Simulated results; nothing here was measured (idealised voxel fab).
Presented below is a process module, voxel gate over fins.
Square cell edge 5 nm, section width 210 nm, ID cut.
Think of the cross-section as a grid of square cells. We describe it in bands, top to bottom, and each band covers one or more rows of those cells. Read a band's entry like this: the first values are the height of its top and the height of its bottom in nm, and what follows is the sequence of materials from left to right, each with its width in nm. Note that "air" is empty space, and that a single material marked "throughout" reaches across the band from edge to edge. Height 0 is the level under which the wafer as received is all one material. The lowest band goes on downwards, as in "0 nm and below". Width "30 to 40": first value at the band's top row of cells, second value at its bottom row, equal change from row to row. The designation "all unchanged", where it is given for a processing step, indicates that no cell of the cross-section was altered in the course of that step. The label "Unvented voids" introduces a list of the empty spaces, 8 cells or larger, that have no open way up to the top; each entry in it reads width x height at distance, where the distance is taken from the left edge and all three are stated in nm. It should be noted that, on the line of a given step, the content following the step's settings is a remark produced by the simulator itself with respect to that step. "overlay nm" on a masked step: distance the mask lay right of its planned place, negative for left.

### So here's the lineup of process steps we planned
| 1 | RECEIVE with material Si |
| 2 | CONFORMAL_DEP with material SiN, thk nm 10 |
| 3 | MASKED_ETCH with tone cover, mask id FINS, width nm 15, pitch nm 35, etch materials SiN, depth nm 10, overlay nm 0 |
| 4 | MASKED_ETCH with tone cover, mask id FINS, width nm 15, pitch nm 35, etch materials Si, depth nm 40, overlay nm 0 |
| 5 | OXIDIZE with depth nm 5 |
| 6 | FILL_DEP with material SiO2, thk nm 10 |
| 7 | CMP with height nm 10 |
| 8 | SELECTIVE_ETCH with etch materials SiO2, depth nm 20 |
| 9 | STRIP with etch materials SiN |
| 10 | CONFORMAL_DEP with material HfO2, thk nm 5 |
| 11 | CONFORMAL_DEP with material TiN, thk nm 5 |
| 12 | FILL_DEP with material W, thk nm 10 |
| 13 | CMP with height nm 15 |
| 14 | CONFORMAL_DEP with material SiCN, thk nm 10 |

### This is the cross-section of the wafer as we received it, i.e. after step 1
	0 nm and below = Si throughout
	Unvented voids: none

### Here's the wafer cut in cross-section after the module, started and planned just like above, except one thing was done wrong in the run
	25 nm to 15 nm = SiCN throughout
	15 nm to 10 nm = W throughout
	10 nm to 5 nm = 85 TiN; 5 W; 30 TiN; 5 W; 85 TiN
	5 nm to 0 nm = 80 HfO2; 15 TiN; 20 HfO2; 15 TiN; 80 HfO2
	0 nm to -5 nm = 75 Si; 25 HfO2; 10 Si; 25 HfO2; 75 Si
	-5 nm and below = Si throughout
	Unvented voids: none
Plan not followed: step 3 was processed under conditions differing from the plan, specifically as MASKED_ETCH with tone open, mask id FINS, width nm 15, pitch nm 35, etch materials SiN, depth nm 10, overlay nm 0
